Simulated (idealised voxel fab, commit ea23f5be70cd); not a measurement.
process module | voxel self aligned vias
cross-section cut | 205 nm wide | cells 5 nm
A cross-section is a grid of square cells, given in bands from the top down. A band is one or more rows of cells.
Each band's line starts with the height of the band's top and of its bottom, in nm. Then come its materials from left to right, each with its width in nm. One material with "throughout" fills the band from edge to edge. "air" is empty space.
Height 0 is the level under which the wafer as received is all one material. The lowest band goes on downwards, as in "0 down".
A width such as "30 to 40" changes by the same amount from each row of cells to the next, from the band's top row to its bottom row.
"no change" after a step means that no cell of the cross-section changed.
closed voids: empty space of 8 cells or more with no open way to the top, each as width x height at its distance from the left edge, in nm
after a step's settings: what the simulator itself notes on the step
overlay nm, on a step with a mask: how far to the right of its planned place the mask lay; to the left if negative
plan
1 op RECEIVE | material Si
2 op CONFORMAL_DEP | material SiO2 | thk nm 10
3 op CONFORMAL_DEP | material SiCN | thk nm 5
4 op DIRECTIONAL_DEP | material lowk | thk nm 30
5 op DIRECTIONAL_DEP | material aC | thk nm 10
6 op PATTERN | tone open | mask id LINES | material resist | width nm 25 | pitch nm 60 | thk nm 25 | overlay nm 0
7 op DIRECTIONAL_ETCH | etch materials aC | depth nm 10
8 op STRIP | etch materials resist
9 op DIRECTIONAL_ETCH | etch materials lowk | depth nm 30
10 op STRIP | etch materials aC
11 op CONFORMAL_DEP | material TiN | thk nm 5
12 op FILL_DEP | material W | thk nm 5
13 op CMP | height nm 45
14 op SELECTIVE_ETCH | etch materials W Ru TiN | depth nm 10
15 op FILL_DEP | material SiN | thk nm 10
16 op CMP | height nm 45
17 op DIRECTIONAL_DEP | material lowk | thk nm 15
18 op PATTERN | tone open | mask id VIAS | material resist | width nm 45 | pitch nm 60 | thk nm 15 | overlay nm 0
19 op DIRECTIONAL_ETCH | etch materials lowk | depth nm 15
20 op DIRECTIONAL_ETCH | etch materials SiN | depth nm 10
21 op STRIP | etch materials resist
22 op CONFORMAL_DEP | material TiN | thk nm 5
23 op FILL_DEP | material Ru | thk nm 10
24 op CMP | height nm 60
25 op CONFORMAL_DEP | material SiN | thk nm 5
as received, after step 1
  0 down: Si throughout
  closed voids: none
first wafer at the end, as planned
  65 to 60: SiN throughout
  60 to 50: lowk 50 | TiN 5 | Ru 35 | TiN 5 | lowk 15 | TiN 5 | Ru 35 | TiN 5 | lowk 50
  50 to 40: lowk 50 to 60 | TiN 15 to 5 | Ru 15 | TiN 15 to 5 | lowk 15 to 35 | TiN 15 to 5 | Ru 15 | TiN 15 to 5 | lowk 50 to 60
  40 to 35: lowk 60 | TiN 25 | lowk 35 | TiN 25 | lowk 60
  35 to 20: lowk 60 | TiN 5 | W 15 | TiN 5 | lowk 35 | TiN 5 | W 15 | TiN 5 | lowk 60
  20 to 15: lowk 60 | TiN 25 | lowk 35 | TiN 25 | lowk 60
  15 to 10: SiCN throughout
  10 to 0: SiO2 throughout
  0 down: Si throughout
  closed voids: none
second wafer at the end: like start, like plan, one mistake
  65 to 60: SiN throughout
  60 to 50: lowk 50 | TiN 5 | Ru 35 | TiN 5 | lowk 15 | TiN 5 | Ru 35 | TiN 5 | lowk 50
  50 to 40: lowk 50 to 55 | TiN 10 to 5 | Ru 25 | TiN 10 to 5 | lowk 15 to 25 | TiN 10 to 5 | Ru 25 | TiN 10 to 5 | lowk 50 to 55
  40 to 35: lowk 55 | TiN 35 | lowk 25 | TiN 35 | lowk 55
  35 to 20: lowk 55 | TiN 5 | W 25 | TiN 5 | lowk 25 | TiN 5 | W 25 | TiN 5 | lowk 55
  20 to 15: lowk 55 | TiN 35 | lowk 25 | TiN 35 | lowk 55
  15 to 10: SiCN throughout
  10 to 0: SiO2 throughout
  0 down: Si throughout
  closed voids: none
what went wrong: step 6 ran as: op PATTERN | tone open | mask id LINES | material resist | width nm 35 | pitch nm 60 | thk nm 25 | overlay nm 0
at the end the second wafer has, in cells: 8 more of Ru | 4 more of TiN | 12 more of W | 24 fewer of lowk
